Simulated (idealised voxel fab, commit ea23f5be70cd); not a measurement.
Process module name: voxel plated lines
Displayed cross-section: cut, width of 300 nm, square cells sized 5 nm.
Notation: cross-section as square-cell grid; stated in bands, top first, going down; one or more cell rows per band. Per band: top height and bottom height in nm, followed by the left-to-right materials and their widths in nm; "edge to edge" marks a single material spanning edge to edge, "air" marks empty space. Counting heights begins at 0, where everything beneath is, in the wafer as received, one material. The lowest band has no bottom; it goes on downwards, as "0 nm and below" shows. Width: "30->40" (first number = top row, second number = bottom row, same change from row to row of cells). What does "left unchanged" mean for a step? It means no cell of the cross-section changed in that step. Under "Internal closed voids" you'll find the enclosed gaps, the ones with no way out to the top, that are 8 cells or bigger; each reads width x height at distance, with distance counted from the left edge, everything in nm. Step line, after settings: the simulator's comment on this step. Each step line may optionally specify "overlay nm", which for a step with a mask gives the rightward distance between the mask's planned place and where it lay, a negative value indicating the leftward direction.

Process steps - plan
| 1 | RECEIVE: material Si |
| 2 | CONFORMAL_DEP: material Al2O3, thk nm 15 |
| 3 | DIRECTIONAL_DEP: material TiN, thk nm 5 |
| 4 | PATTERN: tone open, mask id LINES, material resist, width nm 15, pitch nm 55, thk nm 35, overlay nm 0 |
| 5 | EPI: material Ru, thk nm 5 |
| 6 | EPI: material Ru, thk nm 5 |
| 7 | EPI: material Ru, thk nm 5 |
| 8 | STRIP: etch materials resist |
| 9 | DIRECTIONAL_ETCH: etch materials TiN, depth nm 5 |
| 10 | CONFORMAL_DEP: material SiN, thk nm 10 |
For this document, wafers share an identical start and vary in the step 4 width nm; the plan quotes the first wafer's value.

Cross-section of the first incoming wafer of several, state after step 1
  0 nm and below: Si edge to edge
  Internal closed voids: none

Table: wafers, a row each; end-of-module cell change per material since receipt, gain (+), loss (-); then closed voids
width nm 15, +180 Al2O3, +18 Ru, +152 SiN, +6 TiN, Internal closed voids: none
width nm 20, +180 Al2O3, +24 Ru, +152 SiN, +8 TiN, Internal closed voids: none
width nm 25, +180 Al2O3, +30 Ru, +152 SiN, +10 TiN, Internal closed voids: none
width nm 30, +180 Al2O3, +36 Ru, +152 SiN, +12 TiN, Internal closed voids: none
width nm 35, +180 Al2O3, +42 Ru, +152 SiN, +14 TiN, Internal closed voids: none
width nm 40, +180 Al2O3, +48 Ru, +148 SiN, +16 TiN, Internal closed voids: none
